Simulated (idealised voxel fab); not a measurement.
Documented hereafter: the process module known as voxel fin reveal.
Section cut is 255 nm wide and gridded with 5 nm square cells.
The cross-sections in this document take the form of a grid made of square cells. They are written out as bands, in order from top to bottom. Each band consists of one or more rows of cells. Top, bottom (nm), then materials left to right with widths (nm); lone material tagged "throughout" fills the whole band edge to edge; "air" = empty space. Heights are measured from 0, the level below which the as-received wafer is all one material; the lowest band has no bottom and continues downward, written as in "0 down". The width entry "30 to 40" should be interpreted row by row: the top row of cells in the band takes the first number, the bottom row takes the second number, and the change between adjacent rows is uniform throughout. Where the words "no modifications" appear for a step, the cross-section shows no cell changed by that step; every cell remained as before. Empty spaces counting at least 8 cells and having no open way to the top are listed in "Enclosed void inventory". The notation width x height at distance is used for each, the distance being from the left edge and all three values in nm. after a step's settings: what the simulator itself notes on the step. overlay nm: right-of-plan distance of the mask on a masked step; negative values mean left-of-plan.
### Here's what the planned process steps look like
- 1: RECEIVE: material Si
- 2: CONFORMAL_DEP: material SiN, thk nm 5
- 3: DIRECTIONAL_DEP: material aC, thk nm 10
- 4: PATTERN: tone cover, mask id FINS, material resist, width nm 15, pitch nm 35, thk nm 25, overlay nm 0
- 5: DIRECTIONAL_ETCH: etch materials aC, depth nm 10
- 6: STRIP: etch materials resist
- 7: DIRECTIONAL_ETCH: etch materials SiN, depth nm 5
- 8: DIRECTIONAL_ETCH: etch materials Si, depth nm 30
- 9: STRIP: etch materials aC
- 10: FILL_DEP: material SiO2, thk nm 15
- 11: CMP: height nm 5
- 12: SELECTIVE_ETCH: etch materials SiO2, depth nm 15
- 13: STRIP: etch materials SiN
- 14: CONFORMAL_DEP: material HfO2, thk nm 5
### This is the cross-section of the wafer as we received it, i.e. after step 1
	0 down = Si throughout
	Enclosed void inventory: none
### Module complete, cross-section. Starting point and plan per above. One mistake made in running the module
	5 to 0 = air 80 nm, then HfO2 25 nm, then air 10 nm, then HfO2 25 nm, then air 10 nm, then HfO2 25 nm, then air 80 nm
	0 to -20 = air 80 nm, then HfO2 5 nm, then Si 15 nm, then HfO2 5 nm, then air 10 nm, then HfO2 5 nm, then Si 15 nm, then HfO2 5 nm, then air 10 nm, then HfO2 5 nm, then Si 15 nm, then HfO2 5 nm, then air 80 nm
	-20 to -25 = HfO2 85 nm, then Si 15 nm, then HfO2 20 nm, then Si 15 nm, then HfO2 20 nm, then Si 15 nm, then HfO2 85 nm
	-25 to -30 = SiO2 85 nm, then Si 15 nm, then SiO2 20 nm, then Si 15 nm, then SiO2 20 nm, then Si 15 nm, then SiO2 85 nm
	-30 down = Si throughout
	Enclosed void inventory: none
Where did the run depart from the plan? the plan had its step 12 run twice
